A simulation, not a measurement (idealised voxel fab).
A process module follows: voxel quadruple lines.
cross-section cut | 260 nm wide | cells 5 nm
We lay out every cross-section as a grid of square cells and spell it out in bands from the top down, where one band means one or more rows of cells.
Band: top height; bottom height; in nm. Then, left to right: material with width in nm, for each material. "throughout": a single material spanning edge to edge. "air": empty space.
Heads up on the height convention: 0 is the point under which the incoming wafer is all one material, and the lowest band has no bottom, it just keeps going down, like "0 and below".
So if you see something like "30..40" for the width, read it as the top row of the band sitting at the first number and the bottom row at the second, with every row in between moving by the same amount as the last.
Step marked "nothing was modified"? Then no cell in the cross-section changed in it.
In the "Cavities, sealed" entry, you get each enclosed empty space of 8 cells or more, one with no open way to the top, written width x height at distance, distance from the left edge, in nm.
Read whatever lies past the settings on a step's line as the simulator's own remark about the step.
For masked steps, "overlay nm" on the step line gives how far right of plan the mask actually lay; a minus sign means it lay to the left.

PROCESS STEPS FORESEEN IN THE PLAN
1 RECEIVE,material Si
2 CONFORMAL_DEP,material Al2O3,thk nm 5
3 DIRECTIONAL_DEP,material W,thk nm 15
4 DIRECTIONAL_DEP,material polySi,thk nm 20
5 DIRECTIONAL_DEP,material aC,thk nm 20
6 PATTERN,tone cover,mask id MANDREL,material resist,width nm 20,thk nm 30,overlay nm 0
7 DIRECTIONAL_ETCH,etch materials aC,depth nm 20
8 STRIP,etch materials resist
9 CONFORMAL_DEP,material SiO2,thk nm 10
10 DIRECTIONAL_ETCH,etch materials SiO2,depth nm 10
11 STRIP,etch materials aC
12 DIRECTIONAL_ETCH,etch materials polySi,depth nm 20
13 STRIP,etch materials SiO2
14 CONFORMAL_DEP,material SiCN,thk nm 5
15 DIRECTIONAL_ETCH,etch materials SiCN,depth nm 5
16 STRIP,etch materials polySi
17 DIRECTIONAL_ETCH,etch materials W,depth nm 15
18 STRIP,etch materials SiCN
The wafers in this document start out alike and differ in the thk nm applied at step 14; the plan shows the value used for the first wafer.

THIS IS HOW THE FIRST OF SEVERAL WAFERS LOOKED IN CROSS-SECTION WHEN IT ARRIVED, WHICH IS AFTER STEP 1
- 0 and below = Si throughout
- Cavities, sealed: none

QUICK LOOK AT THE CROSS-SECTION OF THE FIRST OF SEVERAL WAFERS AFTER STEP 18, WHICH WRAPS UP THE MODULE
- 20 down to 5 = air 105 nm / W 5 nm / air 10 nm / W 5 nm / air 10 nm / W 5 nm / air 10 nm / W 5 nm / air 105 nm
- 5 down to 0 = Al2O3 throughout
- 0 and below = Si throughout
- Cavities, sealed: none

LAST WAFER X-SEC, END OF MODULE
- 40 down to 20 = air 110 nm / polySi 10 nm / air 20 nm / polySi 10 nm / air 110 nm
- 20 down to 5 = W throughout
- 5 down to 0 = Al2O3 throughout
- 0 and below = Si throughout
- Cavities, sealed: none

BELOW IS A PER-WAFER TABLE. IN IT, EACH ROW DESCRIBES THE WAFER AT THE END OF THE MODULE BY GIVING, FOR EACH MATERIAL, THE NUMBER OF CELLS GAINED (+) OR LOST (-) SINCE THE WAFER WAS RECEIVED, AND AFTER THAT THE CLOSED VOIDS OF THE WAFER
thk nm 5 | +52 Al2O3 | +12 W | Cavities, sealed: none
thk nm 10 | +52 Al2O3 | +156 W | +16 polySi | Cavities, sealed: none
thk nm 15 | +52 Al2O3 | +156 W | +16 polySi | Cavities, sealed: none
thk nm 20 | +52 Al2O3 | +156 W | +16 polySi | Cavities, sealed: none
